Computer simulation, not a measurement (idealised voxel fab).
The process module that follows is named voxel wiring stack.
For reference, the cross-section in this document is cut, with width 260 nm and square cells of 5 nm.
Throughout this document, each cross-section is represented as a grid of square cells and is presented as a sequence of bands enumerated from the top downward, where a band comprises one or more rows of cells. Top, bottom (nm), then materials left to right with widths (nm); lone material tagged "everywhere" fills the whole band edge to edge; "air" = empty space. Heads up on the height convention: 0 is the point under which the incoming wafer is all one material, and the lowest band has no bottom, it just keeps going down, like "0..down". Think of "30->40" as a width that walks from the first number to the second as you go down the band, top row to bottom row, taking equal-sized steps from row to row. Reading "same as before" for a step: not a cell of the cross-section changed in it. Closed-off voids of 8+ cells (no open route to the top) go in "Trapped cavities", written width x height at distance from the left edge, in nm. On a step's line, text after the settings is the simulator commenting on that step. Steps that use a mask can have "overlay nm" on their line. It says how far the mask sat to the right of where it was meant to be. Negative means to the left. For the reader: what remains of this document is a series of pairs, each showing a cross-section before one process step and a cross-section after that step which reaches down only to the lowest band that changed, with the step between them and its settings set out under the pair. It should not be assumed that a pair continues from the pair above it; the pairs can come from different runs of this module on the same starting wafer, and such continuity exists only where the entry headed "Pre-step section" says so.
[Pre-step section]
    105..90  45 nm lowk  30 nm air  15 nm lowk  30 nm air  15 nm lowk  30 nm air  15 nm lowk  30 nm air  50 nm lowk
    90..75  45 nm lowk  15 nm air  30 nm lowk  15 nm air  30 nm lowk  15 nm air  30 nm lowk  15 nm air  65 nm lowk
    75..70  45 nm SiCN  15 nm air  30 nm SiCN  15 nm air  30 nm SiCN  15 nm air  30 nm SiCN  15 nm air  65 nm SiCN
    70..55  45 nm SiO2  5 nm TiN  20 nm Cu  5 nm TiN  15 nm SiO2  5 nm TiN  20 nm Cu  5 nm TiN  15 nm SiO2  5 nm TiN  20 nm Cu  5 nm TiN  15 nm SiO2  5 nm TiN  20 nm Cu  5 nm TiN  50 nm SiO2
    55..50  45 nm SiO2  5 nm TiN  5 nm Cu  20 nm TiN  15 nm SiO2  5 nm TiN  5 nm Cu  20 nm TiN  15 nm SiO2  5 nm TiN  5 nm Cu  20 nm TiN  15 nm SiO2  5 nm TiN  5 nm Cu  20 nm TiN  50 nm SiO2
    50..40  45 nm SiO2  5 nm TiN  5 nm Cu  5 nm TiN  30 nm SiO2  5 nm TiN  5 nm Cu  5 nm TiN  30 nm SiO2  5 nm TiN  5 nm Cu  5 nm TiN  30 nm SiO2  5 nm TiN  5 nm Cu  5 nm TiN  65 nm SiO2
    40..35  45 nm SiCN  15 nm TiN  30 nm SiCN  15 nm TiN  30 nm SiCN  15 nm TiN  30 nm SiCN  15 nm TiN  65 nm SiCN
    35..20  50 nm lowk  5 nm TiN  20 nm Ru  5 nm TiN  15 nm lowk  5 nm TiN  20 nm Ru  5 nm TiN  15 nm lowk  5 nm TiN  20 nm Ru  5 nm TiN  15 nm lowk  5 nm TiN  20 nm Ru  5 nm TiN  45 nm lowk
    20..15  50 nm SiCN  30 nm TiN  15 nm SiCN  30 nm TiN  15 nm SiCN  30 nm TiN  15 nm SiCN  30 nm TiN  45 nm SiCN
    15..0  SiO2 everywhere
    0..down  Si everywhere
    Trapped cavities: none
[Post-Step Geometry]
    110..105  50 nm TiN  20 nm air  25 nm TiN  20 nm air  25 nm TiN  20 nm air  25 nm TiN  20 nm air  55 nm TiN
    105..95  45 nm lowk  5 nm TiN  20 nm air  5 nm TiN  15 nm lowk  5 nm TiN  20 nm air  5 nm TiN  15 nm lowk  5 nm TiN  20 nm air  5 nm TiN  15 nm lowk  5 nm TiN  20 nm air  5 nm TiN  50 nm lowk
    95..90  45 nm lowk  5 nm TiN  5 nm air  20 nm TiN  15 nm lowk  5 nm TiN  5 nm air  20 nm TiN  15 nm lowk  5 nm TiN  5 nm air  20 nm TiN  15 nm lowk  5 nm TiN  5 nm air  20 nm TiN  50 nm lowk
    90..75  45 nm lowk  5 nm TiN  5 nm air  5 nm TiN  30 nm lowk  5 nm TiN  5 nm air  5 nm TiN  30 nm lowk  5 nm TiN  5 nm air  5 nm TiN  30 nm lowk  5 nm TiN  5 nm air  5 nm TiN  65 nm lowk
    75..70  45 nm SiCN  15 nm TiN  30 nm SiCN  15 nm TiN  30 nm SiCN  15 nm TiN  30 nm SiCN  15 nm TiN  65 nm SiCN
    below 70: unchanged
    Trapped cavities: none
Going from the before section above to the after section, the step was CONFORMAL_DEP,material TiN,thk nm 5
Pre-step section: just use the after drawing of the pair above as your starting point.
[Post-Step Geometry]
    115..110  Cu everywhere
    110..105  50 nm TiN  20 nm Cu  25 nm TiN  20 nm Cu  25 nm TiN  20 nm Cu  25 nm TiN  20 nm Cu  55 nm TiN
    105..95  45 nm lowk  5 nm TiN  20 nm Cu  5 nm TiN  15 nm lowk  5 nm TiN  20 nm Cu  5 nm TiN  15 nm lowk  5 nm TiN  20 nm Cu  5 nm TiN  15 nm lowk  5 nm TiN  20 nm Cu  5 nm TiN  50 nm lowk
    95..90  45 nm lowk  5 nm TiN  5 nm Cu  20 nm TiN  15 nm lowk  5 nm TiN  5 nm Cu  20 nm TiN  15 nm lowk  5 nm TiN  5 nm Cu  20 nm TiN  15 nm lowk  5 nm TiN  5 nm Cu  20 nm TiN  50 nm lowk
    90..75  45 nm lowk  5 nm TiN  5 nm Cu  5 nm TiN  30 nm lowk  5 nm TiN  5 nm Cu  5 nm TiN  30 nm lowk  5 nm TiN  5 nm Cu  5 nm TiN  30 nm lowk  5 nm TiN  5 nm Cu  5 nm TiN  65 nm lowk
    below 75: unchanged
    Trapped cavities: none
Going from the before section above to the after section, the step was FILL_DEP,material Cu,thk nm 5
Pre-step section: just use the after drawing of the pair above as your starting point.
[Post-Step Geometry]
    105..95  45 nm lowk  5 nm TiN  20 nm Cu  5 nm TiN  15 nm lowk  5 nm TiN  20 nm Cu  5 nm TiN  15 nm lowk  5 nm TiN  20 nm Cu  5 nm TiN  15 nm lowk  5 nm TiN  20 nm Cu  5 nm TiN  50 nm lowk
    below 95: unchanged
    Trapped cavities: none
Going from the before section above to the after section, the step was CMP,height nm 105
Pre-step section: just use the after drawing of the pair above as your starting point.
[Post-Step Geometry]
    110..105  SiCN everywhere
    below 105: unchanged
    Trapped cavities: none
Going from the before section above to the after section, the step was CONFORMAL_DEP,material SiCN,thk nm 5
[Pre-step section]
    35..20  45 nm lowk  5 nm TiN  20 nm Ru  5 nm TiN  15 nm lowk  5 nm TiN  20 nm Ru  5 nm TiN  15 nm lowk  5 nm TiN  20 nm Ru  5 nm TiN  15 nm lowk  5 nm TiN  20 nm Ru  5 nm TiN  50 nm lowk
    20..15  45 nm SiCN  30 nm TiN  15 nm SiCN  30 nm TiN  15 nm SiCN  30 nm TiN  15 nm SiCN  30 nm TiN  50 nm SiCN
    15..0  SiO2 everywhere
    0..down  Si everywhere
    Trapped cavities: none
[Post-Step Geometry]
    40..35  aC everywhere
    below 35: unchanged
    Trapped cavities: none
Going from the before section above to the after section, the step was CONFORMAL_DEP,material aC,thk nm 5
Pre-step section: just use the after drawing of the pair above as your starting point.
[Post-Step Geometry]
    70..40  SiO2 everywhere
    below 40: unchanged
    Trapped cavities: none
Going from the before section above to the after section, the step was DIRECTIONAL_DEP,material SiO2,thk nm 30
Pre-step section: just use the after drawing of the pair above as your starting point.
[Post-Step Geometry]
    90..70  45 nm resist  30 nm air  15 nm resist  30 nm air  15 nm resist  30 nm air  15 nm resist  30 nm air  50 nm resist
    below 70: unchanged
    Trapped cavities: none
Going from the before section above to the after section, the step was PATTERN,tone open,mask id METAL_2,material resist,width nm 30,pitch nm 45,thk nm 20,overlay nm 0
Pre-step section: just use the after drawing of the pair above as your starting point.
[Post-Step Geometry]
    90..70  45 nm resist  30 nm air  15 nm resist  30 nm air  15 nm resist  30 nm air  15 nm resist  30 nm air  50 nm resist
    70..50  45 nm SiO2  30 nm air  15 nm SiO2  30 nm air  15 nm SiO2  30 nm air  15 nm SiO2  30 nm air  50 nm SiO2
    below 50: unchanged
    Trapped cavities: none
Going from the before section above to the after section, the step was DIRECTIONAL_ETCH,etch materials SiO2,depth nm 20
Pre-step section: just use the after drawing of the pair above as your starting point.
[Post-Step Geometry]
    70..50  45 nm SiO2  30 nm air  15 nm SiO2  30 nm air  15 nm SiO2  30 nm air  15 nm SiO2  30 nm air  50 nm SiO2
    below 50: unchanged
    Trapped cavities: none
Going from the before section above to the after section, the step was STRIP,etch materials resist
Pre-step section: just use the after drawing of the pair above as your starting point.
[Post-Step Geometry]
    90..70  45 nm resist  15 nm air  30 nm resist  15 nm air  30 nm resist  15 nm air  30 nm resist  15 nm air  65 nm resist
    70..50  45 nm SiO2  15 nm air  15 nm resist  15 nm SiO2  15 nm air  15 nm resist  15 nm SiO2  15 nm air  15 nm resist  15 nm SiO2  15 nm air  15 nm resist  50 nm SiO2
    below 50: unchanged
    Trapped cavities: none
Going from the before section above to the after section, the step was PATTERN,tone open,mask id METAL_2_HOLES,material resist,width nm 15,pitch nm 45,thk nm 20,overlay nm 0
Pre-step section: just use the after drawing of the pair above as your starting point.
[Post-Step Geometry]
    90..70  45 nm resist  15 nm air  30 nm resist  15 nm air  30 nm resist  15 nm air  30 nm resist  15 nm air  65 nm resist
    70..50  45 nm SiO2  15 nm air  15 nm resist  15 nm SiO2  15 nm air  15 nm resist  15 nm SiO2  15 nm air  15 nm resist  15 nm SiO2  15 nm air  15 nm resist  50 nm SiO2
    50..40  45 nm SiO2  15 nm air  30 nm SiO2  15 nm air  30 nm SiO2  15 nm air  30 nm SiO2  15 nm air  65 nm SiO2
    below 40: unchanged
    Trapped cavities: none
Going from the before section above to the after section, the step was DIRECTIONAL_ETCH,etch materials SiO2,depth nm 10
Pre-step section: just use the after drawing of the pair above as your starting point.
[Post-Step Geometry]
    70..50  45 nm SiO2  30 nm air  15 nm SiO2  30 nm air  15 nm SiO2  30 nm air  15 nm SiO2  30 nm air  50 nm SiO2
    below 50: unchanged
    Trapped cavities: none
Going from the before section above to the after section, the step was STRIP,etch materials resist
Pre-step section: just use the after drawing of the pair above as your starting point.
[Post-Step Geometry]
    75..70  50 nm TiN  20 nm air  25 nm TiN  20 nm air  25 nm TiN  20 nm air  25 nm TiN  20 nm air  55 nm TiN
    70..55  45 nm SiO2  5 nm TiN  20 nm air  5 nm TiN  15 nm SiO2  5 nm TiN  20 nm air  5 nm TiN  15 nm SiO2  5 nm TiN  20 nm air  5 nm TiN  15 nm SiO2  5 nm TiN  20 nm air  5 nm TiN  50 nm SiO2
    55..45  45 nm SiO2  5 nm TiN  5 nm air  20->5 nm TiN  15->30 nm SiO2  5 nm TiN  5 nm air  20->5 nm TiN  15->30 nm SiO2  5 nm TiN  5 nm air  20->5 nm TiN  15->30 nm SiO2  5 nm TiN  5 nm air  20->5 nm TiN  50->65 nm SiO2
    45..40  45 nm SiO2  15 nm TiN  30 nm SiO2  15 nm TiN  30 nm SiO2  15 nm TiN  30 nm SiO2  15 nm TiN  65 nm SiO2
    below 40: unchanged
    Trapped cavities: none
Going from the before section above to the after section, the step was CONFORMAL_DEP,material TiN,thk nm 5
Pre-step section: just use the after drawing of the pair above as your starting point.
[Post-Step Geometry]
    80..75  Cu everywhere
    75..70  50 nm TiN  20 nm Cu  25 nm TiN  20 nm Cu  25 nm TiN  20 nm Cu  25 nm TiN  20 nm Cu  55 nm TiN
    70..55  45 nm SiO2  5 nm TiN  20 nm Cu  5 nm TiN  15 nm SiO2  5 nm TiN  20 nm Cu  5 nm TiN  15 nm SiO2  5 nm TiN  20 nm Cu  5 nm TiN  15 nm SiO2  5 nm TiN  20 nm Cu  5 nm TiN  50 nm SiO2
    55..45  45 nm SiO2  5 nm TiN  5 nm Cu  20->5 nm TiN  15->30 nm SiO2  5 nm TiN  5 nm Cu  20->5 nm TiN  15->30 nm SiO2  5 nm TiN  5 nm Cu  20->5 nm TiN  15->30 nm SiO2  5 nm TiN  5 nm Cu  20->5 nm TiN  50->65 nm SiO2
    below 45: unchanged
    Trapped cavities: none
Going from the before section above to the after section, the step was FILL_DEP,material Cu,thk nm 5
Pre-step section: just use the after drawing of the pair above as your starting point.
[Post-Step Geometry]
    70..55  45 nm SiO2  5 nm TiN  20 nm Cu  5 nm TiN  15 nm SiO2  5 nm TiN  20 nm Cu  5 nm TiN  15 nm SiO2  5 nm TiN  20 nm Cu  5 nm TiN  15 nm SiO2  5 nm TiN  20 nm Cu  5 nm TiN  50 nm SiO2
    below 55: unchanged
    Trapped cavities: none
Going from the before section above to the after section, the step was CMP,height nm 70
Pre-step section: just use the after drawing of the pair above as your starting point.
[Post-Step Geometry]
    75..70  SiCN everywhere
    below 70: unchanged
    Trapped cavities: none
Going from the before section above to the after section, the step was CONFORMAL_DEP,material SiCN,thk nm 5
Pre-step section: just use the after drawing of the pair above as your starting point.
[Post-Step Geometry]
    105..75  lowk everywhere
    below 75: unchanged
    Trapped cavities: none
Going from the before section above to the after section, the step was DIRECTIONAL_DEP,material lowk,thk nm 30
Pre-step section: just use the after drawing of the pair above as your starting point.
[Post-Step Geometry]
    120..105  aC everywhere
    below 105: unchanged
    Trapped cavities: none
Going from the before section above to the after section, the step was DIRECTIONAL_DEP,material aC,thk nm 15
Pre-step section: just use the after drawing of the pair above as your starting point.
[Post-Step Geometry]
    155..120  45 nm resist  15 nm air  30 nm resist  15 nm air  30 nm resist  15 nm air  30 nm resist  15 nm air  65 nm resist
    below 120: unchanged
    Trapped cavities: none
Going from the before section above to the after section, the step was PATTERN,tone open,mask id METAL_3_HOLES,material resist,width nm 15,pitch nm 45,thk nm 35,overlay nm 0
Pre-step section: just use the after drawing of the pair above as your starting point.
[Post-Step Geometry]
    140..120  45 nm resist  15 nm air  30 nm resist  15 nm air  30 nm resist  15 nm air  30 nm resist  15 nm air  65 nm resist
    120..105  45 nm aC  15 nm air  30 nm aC  15 nm air  30 nm aC  15 nm air  30 nm aC  15 nm air  65 nm aC
    below 105: unchanged
    Trapped cavities: none
Going from the before section above to the after section, the step was DIRECTIONAL_ETCH,etch materials aC,depth nm 15
Pre-step section: just use the after drawing of the pair above as your starting point.
[Post-Step Geometry]
    120..105  45 nm aC  15 nm air  30 nm aC  15 nm air  30 nm aC  15 nm air  30 nm aC  15 nm air  65 nm aC
    below 105: unchanged
    Trapped cavities: none
Going from the before section above to the after section, the step was STRIP,etch materials resist
Pre-step section: just use the after drawing of the pair above as your starting point.
[Post-Step Geometry]
    120..105  45 nm aC  15 nm air  30 nm aC  15 nm air  30 nm aC  15 nm air  30 nm aC  15 nm air  65 nm aC
    105..75  45 nm lowk  15 nm air  30 nm lowk  15 nm air  30 nm lowk  15 nm air  30 nm lowk  15 nm air  65 nm lowk
    below 75: unchanged
    Trapped cavities: none
Going from the before section above to the after section, the step was DIRECTIONAL_ETCH,etch materials lowk,depth nm 30
Pre-step section: just use the after drawing of the pair above as your starting point.
[Post-Step Geometry]
    105..75  45 nm lowk  15 nm air  30 nm lowk  15 nm air  30 nm lowk  15 nm air  30 nm lowk  15 nm air  65 nm lowk
    below 75: unchanged
    Trapped cavities: none
Going from the before section above to the after section, the step was STRIP,etch materials aC
Pre-step section: just use the after drawing of the pair above as your starting point.
[Post-Step Geometry]
    105..90  45 nm lowk  30 nm air  15 nm lowk  30 nm air  15 nm lowk  30 nm air  15 nm lowk  30 nm air  50 nm lowk
    below 90: unchanged
    Trapped cavities: none
Going from the before section above to the after section, the step was MASKED_ETCH,tone open,mask id METAL_3,width nm 30,pitch nm 45,etch materials lowk,depth nm 15,overlay nm 0
Pre-step section: just use the after drawing of the pair above as your starting point.
[Post-Step Geometry]
    105..90  45 nm lowk  30 nm air  15 nm lowk  30 nm air  15 nm lowk  30 nm air  15 nm lowk  30 nm air  50 nm lowk
    90..75  45 nm lowk  15 nm air  30 nm lowk  15 nm air  30 nm lowk  15 nm air  30 nm lowk  15 nm air  65 nm lowk
    75..70  45 nm SiCN  15 nm air  30 nm SiCN  15 nm air  30 nm SiCN  15 nm air  30 nm SiCN  15 nm air  65 nm SiCN
    below 70: unchanged
    Trapped cavities: none
Going from the before section above to the after section, the step was MASKED_ETCH,tone open,mask id METAL_3,width nm 30,pitch nm 45,etch materials SiCN,depth nm 5,overlay nm 0
Pre-step section: just use the after drawing of the pair above as your starting point.
[Post-Step Geometry]
    110..105  50 nm TiN  20 nm air  25 nm TiN  20 nm air  25 nm TiN  20 nm air  25 nm TiN  20 nm air  55 nm TiN
    105..95  45 nm lowk  5 nm TiN  20 nm air  5 nm TiN  15 nm lowk  5 nm TiN  20 nm air  5 nm TiN  15 nm lowk  5 nm TiN  20 nm air  5 nm TiN  15 nm lowk  5 nm TiN  20 nm air  5 nm TiN  50 nm lowk
    95..90  45 nm lowk  5 nm TiN  5 nm air  20 nm TiN  15 nm lowk  5 nm TiN  5 nm air  20 nm TiN  15 nm lowk  5 nm TiN  5 nm air  20 nm TiN  15 nm lowk  5 nm TiN  5 nm air  20 nm TiN  50 nm lowk
    90..75  45 nm lowk  5 nm TiN  5 nm air  5 nm TiN  30 nm lowk  5 nm TiN  5 nm air  5 nm TiN  30 nm lowk  5 nm TiN  5 nm air  5 nm TiN  30 nm lowk  5 nm TiN  5 nm air  5 nm TiN  65 nm lowk
    75..70  45 nm SiCN  15 nm TiN  30 nm SiCN  15 nm TiN  30 nm SiCN  15 nm TiN  30 nm SiCN  15 nm TiN  65 nm SiCN
    below 70: unchanged
    Trapped cavities: none
Going from the before section above to the after section, the step was CONFORMAL_DEP,material TiN,thk nm 5
Pre-step section: just use the after drawing of the pair above as your starting point.
[Post-Step Geometry]
    115..110  Cu everywhere
    110..105  50 nm TiN  20 nm Cu  25 nm TiN  20 nm Cu  25 nm TiN  20 nm Cu  25 nm TiN  20 nm Cu  55 nm TiN
    105..95  45 nm lowk  5 nm TiN  20 nm Cu  5 nm TiN  15 nm lowk  5 nm TiN  20 nm Cu  5 nm TiN  15 nm lowk  5 nm TiN  20 nm Cu  5 nm TiN  15 nm lowk  5 nm TiN  20 nm Cu  5 nm TiN  50 nm lowk
    95..90  45 nm lowk  5 nm TiN  5 nm Cu  20 nm TiN  15 nm lowk  5 nm TiN  5 nm Cu  20 nm TiN  15 nm lowk  5 nm TiN  5 nm Cu  20 nm TiN  15 nm lowk  5 nm TiN  5 nm Cu  20 nm TiN  50 nm lowk
    90..75  45 nm lowk  5 nm TiN  5 nm Cu  5 nm TiN  30 nm lowk  5 nm TiN  5 nm Cu  5 nm TiN  30 nm lowk  5 nm TiN  5 nm Cu  5 nm TiN  30 nm lowk  5 nm TiN  5 nm Cu  5 nm TiN  65 nm lowk
    below 75: unchanged
    Trapped cavities: none
Going from the before section above to the after section, the step was FILL_DEP,material Cu,thk nm 5
Pre-step section: just use the after drawing of the pair above as your starting point.
[Post-Step Geometry]
    105..95  45 nm lowk  5 nm TiN  20 nm Cu  5 nm TiN  15 nm lowk  5 nm TiN  20 nm Cu  5 nm TiN  15 nm lowk  5 nm TiN  20 nm Cu  5 nm TiN  15 nm lowk  5 nm TiN  20 nm Cu  5 nm TiN  50 nm lowk
    below 95: unchanged
    Trapped cavities: none
Going from the before section above to the after section, the step was CMP,height nm 105
Pre-step section: just use the after drawing of the pair above as your starting point.
[Post-Step Geometry]
    110..105  SiCN everywhere
    below 105: unchanged
    Trapped cavities: none
Going from the before section above to the after section, the step was CONFORMAL_DEP,material SiCN,thk nm 5
[Pre-step section]
    70..50  45 nm SiO2  30 nm air  15 nm SiO2  30 nm air  15 nm SiO2  30 nm air  15 nm SiO2  30 nm air  50 nm SiO2
    50..40  SiO2 everywhere
    40..35  SiCN everywhere
    35..20  45 nm lowk  5 nm TiN  20 nm Ru  5 nm TiN  15 nm lowk  5 nm TiN  20 nm Ru  5 nm TiN  15 nm lowk  5 nm TiN  20 nm Ru  5 nm TiN  15 nm lowk  5 nm TiN  20 nm Ru  5 nm TiN  50 nm lowk
    20..15  45 nm SiCN  30 nm TiN  15 nm SiCN  30 nm TiN  15 nm SiCN  30 nm TiN  15 nm SiCN  30 nm TiN  50 nm SiCN
    15..0  SiO2 everywhere
    0..down  Si everywhere
    Trapped cavities: none
[Post-Step Geometry]
    90..70  45 nm air  15 nm resist  30 nm air  15 nm resist  30 nm air  15 nm resist  30 nm air  15 nm resist  65 nm air
    70..50  45 nm SiO2  15 nm resist  15 nm air  15 nm SiO2  15 nm resist  15 nm air  15 nm SiO2  15 nm resist  15 nm air  15 nm SiO2  15 nm resist  15 nm air  50 nm SiO2
    below 50: unchanged
    Trapped cavities: none
Going from the before section above to the after section, the step was PATTERN,tone cover,mask id METAL_2_HOLES,material resist,width nm 15,pitch nm 45,thk nm 20,overlay nm 0
Pre-step section: just use the after drawing of the pair above as your starting point.
[Post-Step Geometry]
    90..60  45 nm air  15 nm resist  30 nm air  15 nm resist  30 nm air  15 nm resist  30 nm air  15 nm resist  65 nm air
    60..50  45 nm SiO2  15 nm resist  15 nm air  15 nm SiO2  15 nm resist  15 nm air  15 nm SiO2  15 nm resist  15 nm air  15 nm SiO2  15 nm resist  15 nm air  50 nm SiO2
    50..40  60 nm SiO2  15 nm air  30 nm SiO2  15 nm air  30 nm SiO2  15 nm air  30 nm SiO2  15 nm air  50 nm SiO2
    below 40: unchanged
    Trapped cavities: none
Going from the before section above to the after section, the step was DIRECTIONAL_ETCH,etch materials SiO2,depth nm 10
Pre-step section: just use the after drawing of the pair above as your starting point.
[Post-Step Geometry]
    90..60  45 nm air  15 nm resist  30 nm air  15 nm resist  30 nm air  15 nm resist  30 nm air  15 nm resist  65 nm air
    60..50  45 nm SiO2  15 nm resist  15 nm air  15 nm SiO2  15 nm resist  15 nm air  15 nm SiO2  15 nm resist  15 nm air  15 nm SiO2  15 nm resist  15 nm air  50 nm SiO2
    50..40  60 nm SiO2  15 nm air  30 nm SiO2  15 nm air  30 nm SiO2  15 nm air  30 nm SiO2  15 nm air  50 nm SiO2
    40..35  60 nm SiCN  15 nm air  30 nm SiCN  15 nm air  30 nm SiCN  15 nm air  30 nm SiCN  15 nm air  50 nm SiCN
    below 35: unchanged
    Trapped cavities: none
Going from the before section above to the after section, the step was DIRECTIONAL_ETCH,etch materials SiCN,depth nm 5
Pre-step section: just use the after drawing of the pair above as your starting point.
[Post-Step Geometry]
    60..50  45 nm SiO2  30 nm air  15 nm SiO2  30 nm air  15 nm SiO2  30 nm air  15 nm SiO2  30 nm air  50 nm SiO2
    below 50: unchanged
    Trapped cavities: none
Going from the before section above to the after section, the step was STRIP,etch materials resist
Pre-step section: just use the after drawing of the pair above as your starting point.
[Post-Step Geometry]
    65..60  50 nm TiN  20 nm air  25 nm TiN  20 nm air  25 nm TiN  20 nm air  25 nm TiN  20 nm air  55 nm TiN
    60..50  45 nm SiO2  5->20 nm TiN  20->5 nm air  5 nm TiN  15 nm SiO2  5->20 nm TiN  20->5 nm air  5 nm TiN  15 nm SiO2  5->20 nm TiN  20->5 nm air  5 nm TiN  15 nm SiO2  5->20 nm TiN  20->5 nm air  5 nm TiN  50 nm SiO2
    50..40  60 nm SiO2  5 nm TiN  5 nm air  5 nm TiN  30 nm SiO2  5 nm TiN  5 nm air  5 nm TiN  30 nm SiO2  5 nm TiN  5 nm air  5 nm TiN  30 nm SiO2  5 nm TiN  5 nm air  5 nm TiN  50 nm SiO2
    40..35  60 nm SiCN  15 nm TiN  30 nm SiCN  15 nm TiN  30 nm SiCN  15 nm TiN  30 nm SiCN  15 nm TiN  50 nm SiCN
    below 35: unchanged
    Trapped cavities: none
Going from the before section above to the after section, the step was CONFORMAL_DEP,material TiN,thk nm 5
Pre-step section: just use the after drawing of the pair above as your starting point.
[Post-Step Geometry]
    70..65  Cu everywhere
    65..60  50 nm TiN  20 nm Cu  25 nm TiN  20 nm Cu  25 nm TiN  20 nm Cu  25 nm TiN  20 nm Cu  55 nm TiN
    60..50  45 nm SiO2  5->20 nm TiN  20->5 nm Cu  5 nm TiN  15 nm SiO2  5->20 nm TiN  20->5 nm Cu  5 nm TiN  15 nm SiO2  5->20 nm TiN  20->5 nm Cu  5 nm TiN  15 nm SiO2  5->20 nm TiN  20->5 nm Cu  5 nm TiN  50 nm SiO2
    50..40  60 nm SiO2  5 nm TiN  5 nm Cu  5 nm TiN  30 nm SiO2  5 nm TiN  5 nm Cu  5 nm TiN  30 nm SiO2  5 nm TiN  5 nm Cu  5 nm TiN  30 nm SiO2  5 nm TiN  5 nm Cu  5 nm TiN  50 nm SiO2
    below 40: unchanged
    Trapped cavities: none
Going from the before section above to the after section, the step was FILL_DEP,material Cu,thk nm 5
Pre-step section: just use the after drawing of the pair above as your starting point.
[Post-Step Geometry]
    75..70  SiCN everywhere
    below 70: unchanged
    Trapped cavities: none
Going from the before section above to the after section, the step was CONFORMAL_DEP,material SiCN,thk nm 5
Pre-step section: just use the after drawing of the pair above as your starting point.
[Post-Step Geometry]
    105..75  lowk everywhere
    below 75: unchanged
    Trapped cavities: none
Going from the before section above to the after section, the step was DIRECTIONAL_DEP,material lowk,thk nm 30
Pre-step section: just use the after drawing of the pair above as your starting point.
[Post-Step Geometry]
    120..105  aC everywhere
    below 105: unchanged
    Trapped cavities: none
Going from the before section above to the after section, the step was DIRECTIONAL_DEP,material aC,thk nm 15
Pre-step section: just use the after drawing of the pair above as your starting point.
[Post-Step Geometry]
    155..120  45 nm resist  15 nm air  30 nm resist  15 nm air  30 nm resist  15 nm air  30 nm resist  15 nm air  65 nm resist
    below 120: unchanged
    Trapped cavities: none
Going from the before section above to the after section, the step was PATTERN,tone open,mask id METAL_3_HOLES,material resist,width nm 15,pitch nm 45,thk nm 35,overlay nm 0
Pre-step section: just use the after drawing of the pair above as your starting point.
[Post-Step Geometry]
    140..120  45 nm resist  15 nm air  30 nm resist  15 nm air  30 nm resist  15 nm air  30 nm resist  15 nm air  65 nm resist
    120..105  45 nm aC  15 nm air  30 nm aC  15 nm air  30 nm aC  15 nm air  30 nm aC  15 nm air  65 nm aC
    below 105: unchanged
    Trapped cavities: none
Going from the before section above to the after section, the step was DIRECTIONAL_ETCH,etch materials aC,depth nm 15
Pre-step section: just use the after drawing of the pair above as your starting point.
[Post-Step Geometry]
    120..105  45 nm aC  15 nm air  30 nm aC  15 nm air  30 nm aC  15 nm air  30 nm aC  15 nm air  65 nm aC
    below 105: unchanged
    Trapped cavities: none
Going from the before section above to the after section, the step was STRIP,etch materials resist
Pre-step section: just use the after drawing of the pair above as your starting point.
[Post-Step Geometry]
    120..105  45 nm aC  15 nm air  30 nm aC  15 nm air  30 nm aC  15 nm air  30 nm aC  15 nm air  65 nm aC
    105..75  45 nm lowk  15 nm air  30 nm lowk  15 nm air  30 nm lowk  15 nm air  30 nm lowk  15 nm air  65 nm lowk
    below 75: unchanged
    Trapped cavities: none
Going from the before section above to the after section, the step was DIRECTIONAL_ETCH,etch materials lowk,depth nm 30
Pre-step section: just use the after drawing of the pair above as your starting point.
[Post-Step Geometry]
    105..75  45 nm lowk  15 nm air  30 nm lowk  15 nm air  30 nm lowk  15 nm air  30 nm lowk  15 nm air  65 nm lowk
    below 75: unchanged
    Trapped cavities: none
Going from the before section above to the after section, the step was STRIP,etch materials aC
Pre-step section: just use the after drawing of the pair above as your starting point.
[Post-Step Geometry]
    105..90  45 nm lowk  30 nm air  15 nm lowk  30 nm air  15 nm lowk  30 nm air  15 nm lowk  30 nm air  50 nm lowk
    below 90: unchanged
    Trapped cavities: none
Going from the before section above to the after section, the step was MASKED_ETCH,tone open,mask id METAL_3,width nm 30,pitch nm 45,etch materials lowk,depth nm 15,overlay nm 0
Pre-step section: just use the after drawing of the pair above as your starting point.
[Post-Step Geometry]
    105..90  45 nm lowk  30 nm air  15 nm lowk  30 nm air  15 nm lowk  30 nm air  15 nm lowk  30 nm air  50 nm lowk
    90..75  45 nm lowk  15 nm air  30 nm lowk  15 nm air  30 nm lowk  15 nm air  30 nm lowk  15 nm air  65 nm lowk
    75..70  45 nm SiCN  15 nm air  30 nm SiCN  15 nm air  30 nm SiCN  15 nm air  30 nm SiCN  15 nm air  65 nm SiCN
    below 70: unchanged
    Trapped cavities: none
Going from the before section above to the after section, the step was MASKED_ETCH,tone open,mask id METAL_3,width nm 30,pitch nm 45,etch materials SiCN,depth nm 5,overlay nm 0
Pre-step section: just use the after drawing of the pair above as your starting point.
[Post-Step Geometry]
    110..105  50 nm TiN  20 nm air  25 nm TiN  20 nm air  25 nm TiN  20 nm air  25 nm TiN  20 nm air  55 nm TiN
    105..95  45 nm lowk  5 nm TiN  20 nm air  5 nm TiN  15 nm lowk  5 nm TiN  20 nm air  5 nm TiN  15 nm lowk  5 nm TiN  20 nm air  5 nm TiN  15 nm lowk  5 nm TiN  20 nm air  5 nm TiN  50 nm lowk
    95..90  45 nm lowk  5 nm TiN  5 nm air  20 nm TiN  15 nm lowk  5 nm TiN  5 nm air  20 nm TiN  15 nm lowk  5 nm TiN  5 nm air  20 nm TiN  15 nm lowk  5 nm TiN  5 nm air  20 nm TiN  50 nm lowk
    90..75  45 nm lowk  5 nm TiN  5 nm air  5 nm TiN  30 nm lowk  5 nm TiN  5 nm air  5 nm TiN  30 nm lowk  5 nm TiN  5 nm air  5 nm TiN  30 nm lowk  5 nm TiN  5 nm air  5 nm TiN  65 nm lowk
    75..70  45 nm SiCN  15 nm TiN  30 nm SiCN  15 nm TiN  30 nm SiCN  15 nm TiN  30 nm SiCN  15 nm TiN  65 nm SiCN
    below 70: unchanged
    Trapped cavities: none
Going from the before section above to the after section, the step was CONFORMAL_DEP,material TiN,thk nm 5
